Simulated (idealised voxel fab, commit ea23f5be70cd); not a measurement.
process module | voxel self aligned vias
cross-section cut | 280 nm wide | cells 5 nm
A cross-section is a grid of square cells, given in bands from the top down. A band is one or more rows of cells.
Each band's line starts with the height of the band's top and of its bottom, in nm. Then come its materials from left to right, each with its width in nm. One material with "throughout" fills the band from edge to edge. "air" is empty space.
Height 0 is the level under which the wafer as received is all one material. The lowest band goes on downwards, as in "0 down".
A width such as "30 to 40" changes by the same amount from each row of cells to the next, from the band's top row to its bottom row.
"no change" after a step means that no cell of the cross-section changed.
closed voids: empty space of 8 cells or more with no open way to the top, each as width x height at its distance from the left edge, in nm
after a step's settings: what the simulator itself notes on the step
overlay nm, on a step with a mask: how far to the right of its planned place the mask lay; to the left if negative
plan
1 op RECEIVE | material Si
2 op CONFORMAL_DEP | material SiO2 | thk nm 15
3 op CONFORMAL_DEP | material SiCN | thk nm 5
4 op DIRECTIONAL_DEP | material SiO2 | thk nm 25
5 op DIRECTIONAL_DEP | material aC | thk nm 10
6 op PATTERN | tone open | mask id LINES | material resist | width nm 30 | pitch nm 60 | thk nm 25 | overlay nm 0
7 op DIRECTIONAL_ETCH | etch materials aC | depth nm 10
8 op STRIP | etch materials resist
9 op DIRECTIONAL_ETCH | etch materials SiO2 | depth nm 25
10 op STRIP | etch materials aC
11 op CONFORMAL_DEP | material TiN | thk nm 5
12 op FILL_DEP | material Ru | thk nm 10
13 op CMP | height nm 45
14 op SELECTIVE_ETCH | etch materials W Ru TiN | depth nm 5
15 op FILL_DEP | material SiN | thk nm 10
16 op CMP | height nm 45
17 op DIRECTIONAL_DEP | material SiO2 | thk nm 20
18 op DIRECTIONAL_DEP | material aC | thk nm 15
19 op PATTERN | tone open | mask id VIAS | material resist | width nm 40 | pitch nm 120 | thk nm 35 | overlay nm 0
20 op DIRECTIONAL_ETCH | etch materials aC | depth nm 15
21 op STRIP | etch materials resist
22 op DIRECTIONAL_ETCH | etch materials SiO2 | depth nm 20
23 op DIRECTIONAL_ETCH | etch materials SiN | depth nm 5
24 op STRIP | etch materials aC
25 op CONFORMAL_DEP | material TiN | thk nm 5
26 op FILL_DEP | material Ru | thk nm 5
27 op CMP | height nm 65
28 op CONFORMAL_DEP | material SiCN | thk nm 5
first wafer, as planned
as received, after step 1
  0 down: Si throughout
  closed voids: none
after step 2
  15 to 0: SiO2 throughout
  below 0: unchanged
after step 3
  20 to 15: SiCN throughout
  below 15: unchanged
after step 4
  45 to 20: SiO2 throughout
  below 20: unchanged
after step 5
  55 to 45: aC throughout
  below 45: unchanged
after step 6
  80 to 55: resist 65 | air 30 | resist 30 | air 30 | resist 30 | air 30 | resist 65
  below 55: unchanged
after step 7
  70 to 55: resist 65 | air 30 | resist 30 | air 30 | resist 30 | air 30 | resist 65
  55 to 45: aC 65 | air 30 | aC 30 | air 30 | aC 30 | air 30 | aC 65
  below 45: unchanged
after step 8
  55 to 45: aC 65 | air 30 | aC 30 | air 30 | aC 30 | air 30 | aC 65
  below 45: unchanged
after step 9
  55 to 45: aC 65 | air 30 | aC 30 | air 30 | aC 30 | air 30 | aC 65
  45 to 20: SiO2 65 | air 30 | SiO2 30 | air 30 | SiO2 30 | air 30 | SiO2 65
  below 20: unchanged
after step 10
  45 to 20: SiO2 65 | air 30 | SiO2 30 | air 30 | SiO2 30 | air 30 | SiO2 65
  below 20: unchanged
after step 11
  50 to 45: TiN 70 | air 20 | TiN 40 | air 20 | TiN 40 | air 20 | TiN 70
  45 to 25: SiO2 65 | TiN 5 | air 20 | TiN 5 | SiO2 30 | TiN 5 | air 20 | TiN 5 | SiO2 30 | TiN 5 | air 20 | TiN 5 | SiO2 65
  25 to 20: SiO2 65 | TiN 30 | SiO2 30 | TiN 30 | SiO2 30 | TiN 30 | SiO2 65
  below 20: unchanged
after step 12
  60 to 50: Ru throughout
  50 to 45: TiN 70 | Ru 20 | TiN 40 | Ru 20 | TiN 40 | Ru 20 | TiN 70
  45 to 25: SiO2 65 | TiN 5 | Ru 20 | TiN 5 | SiO2 30 | TiN 5 | Ru 20 | TiN 5 | SiO2 30 | TiN 5 | Ru 20 | TiN 5 | SiO2 65
  below 25: unchanged
after step 13
  45 to 25: SiO2 65 | TiN 5 | Ru 20 | TiN 5 | SiO2 30 | TiN 5 | Ru 20 | TiN 5 | SiO2 30 | TiN 5 | Ru 20 | TiN 5 | SiO2 65
  below 25: unchanged
after step 14
  45 to 40: SiO2 65 | air 30 | SiO2 30 | air 30 | SiO2 30 | air 30 | SiO2 65
  below 40: unchanged
after step 15
  55 to 45: SiN throughout
  45 to 40: SiO2 65 | SiN 30 | SiO2 30 | SiN 30 | SiO2 30 | SiN 30 | SiO2 65
  below 40: unchanged
after step 16
  45 to 40: SiO2 65 | SiN 30 | SiO2 30 | SiN 30 | SiO2 30 | SiN 30 | SiO2 65
  below 40: unchanged
after step 17
  65 to 45: SiO2 throughout
  below 45: unchanged
after step 18
  80 to 65: aC throughout
  below 65: unchanged
after step 19
  115 to 80: resist 60 | air 40 | resist 80 | air 40 | resist 60
  below 80: unchanged
after step 20
  100 to 80: resist 60 | air 40 | resist 80 | air 40 | resist 60
  80 to 65: aC 60 | air 40 | aC 80 | air 40 | aC 60
  below 65: unchanged
after step 21
  80 to 65: aC 60 | air 40 | aC 80 | air 40 | aC 60
  below 65: unchanged
after step 22
  80 to 65: aC 60 | air 40 | aC 80 | air 40 | aC 60
  65 to 45: SiO2 60 | air 40 | SiO2 80 | air 40 | SiO2 60
  below 45: unchanged
after step 23
  80 to 65: aC 60 | air 40 | aC 80 | air 40 | aC 60
  65 to 45: SiO2 60 | air 40 | SiO2 80 | air 40 | SiO2 60
  45 to 40: SiO2 65 | air 30 | SiO2 30 | SiN 30 | SiO2 30 | air 30 | SiO2 65
  below 40: unchanged
after step 24
  65 to 45: SiO2 60 | air 40 | SiO2 80 | air 40 | SiO2 60
  below 45: unchanged
after step 25
  70 to 65: TiN 65 | air 30 | TiN 90 | air 30 | TiN 65
  65 to 50: SiO2 60 | TiN 5 | air 30 | TiN 5 | SiO2 80 | TiN 5 | air 30 | TiN 5 | SiO2 60
  50 to 45: SiO2 60 | TiN 10 | air 20 | TiN 10 | SiO2 80 | TiN 10 | air 20 | TiN 10 | SiO2 60
  45 to 40: SiO2 65 | TiN 30 | SiO2 30 | SiN 30 | SiO2 30 | TiN 30 | SiO2 65
  below 40: unchanged
after step 26
  75 to 70: Ru throughout
  70 to 65: TiN 65 | Ru 30 | TiN 90 | Ru 30 | TiN 65
  65 to 50: SiO2 60 | TiN 5 | Ru 30 | TiN 5 | SiO2 80 | TiN 5 | Ru 30 | TiN 5 | SiO2 60
  50 to 45: SiO2 60 | TiN 10 | Ru 20 | TiN 10 | SiO2 80 | TiN 10 | Ru 20 | TiN 10 | SiO2 60
  below 45: unchanged
after step 27
  65 to 50: SiO2 60 | TiN 5 | Ru 30 | TiN 5 | SiO2 80 | TiN 5 | Ru 30 | TiN 5 | SiO2 60
  below 50: unchanged
after step 28
  70 to 65: SiCN throughout
  below 65: unchanged
second wafer: like start, like plan, one mistake. Through step 18 it matches the first wafer
when step 19 should have ended
  115 to 80: air 60 | resist 40 | air 80 | resist 40 | air 60
  below 80: unchanged
when step 20 should have ended
  100 to 80: air 60 | resist 40 | air 80 | resist 40 | air 60
  80 to 65: air 60 | aC 40 | air 80 | aC 40 | air 60
  below 65: unchanged
when step 21 should have ended
  80 to 65: air 60 | aC 40 | air 80 | aC 40 | air 60
  below 65: unchanged
when step 22 should have ended
  80 to 65: air 60 | aC 40 | air 80 | aC 40 | air 60
  65 to 45: air 60 | SiO2 40 | air 80 | SiO2 40 | air 60
  below 45: unchanged
when step 23 should have ended
  80 to 65: air 60 | aC 40 | air 80 | aC 40 | air 60
  65 to 45: air 60 | SiO2 40 | air 80 | SiO2 40 | air 60
  45 to 40: SiO2 65 | SiN 30 | SiO2 30 | air 30 | SiO2 30 | SiN 30 | SiO2 65
  below 40: unchanged
when step 24 should have ended
  65 to 45: air 60 | SiO2 40 | air 80 | SiO2 40 | air 60
  below 45: unchanged
when step 25 should have ended
  70 to 65: air 55 | TiN 50 | air 70 | TiN 50 | air 55
  65 to 50: air 55 | TiN 5 | SiO2 40 | TiN 5 | air 70 | TiN 5 | SiO2 40 | TiN 5 | air 55
  50 to 45: TiN 60 | SiO2 40 | TiN 30 | air 20 | TiN 30 | SiO2 40 | TiN 60
  45 to 40: SiO2 65 | SiN 30 | SiO2 30 | TiN 30 | SiO2 30 | SiN 30 | SiO2 65
  below 40: unchanged
when step 26 should have ended
  75 to 70: Ru throughout
  70 to 65: Ru 55 | TiN 50 | Ru 70 | TiN 50 | Ru 55
  65 to 50: Ru 55 | TiN 5 | SiO2 40 | TiN 5 | Ru 70 | TiN 5 | SiO2 40 | TiN 5 | Ru 55
  50 to 45: TiN 60 | SiO2 40 | TiN 30 | Ru 20 | TiN 30 | SiO2 40 | TiN 60
  below 45: unchanged
when step 27 should have ended
  65 to 50: Ru 55 | TiN 5 | SiO2 40 | TiN 5 | Ru 70 | TiN 5 | SiO2 40 | TiN 5 | Ru 55
  below 50: unchanged
when step 28 should have ended
  70 to 65: SiCN throughout
  below 65: unchanged
what went wrong: step 19 ran as: op PATTERN | tone cover | mask id VIAS | material resist | width nm 40 | pitch nm 120 | thk nm 35 | overlay nm 0
at the end the second wafer has, in cells: 68 more of Ru | 6 more of SiN | 96 fewer of SiO2 | 22 more of TiN
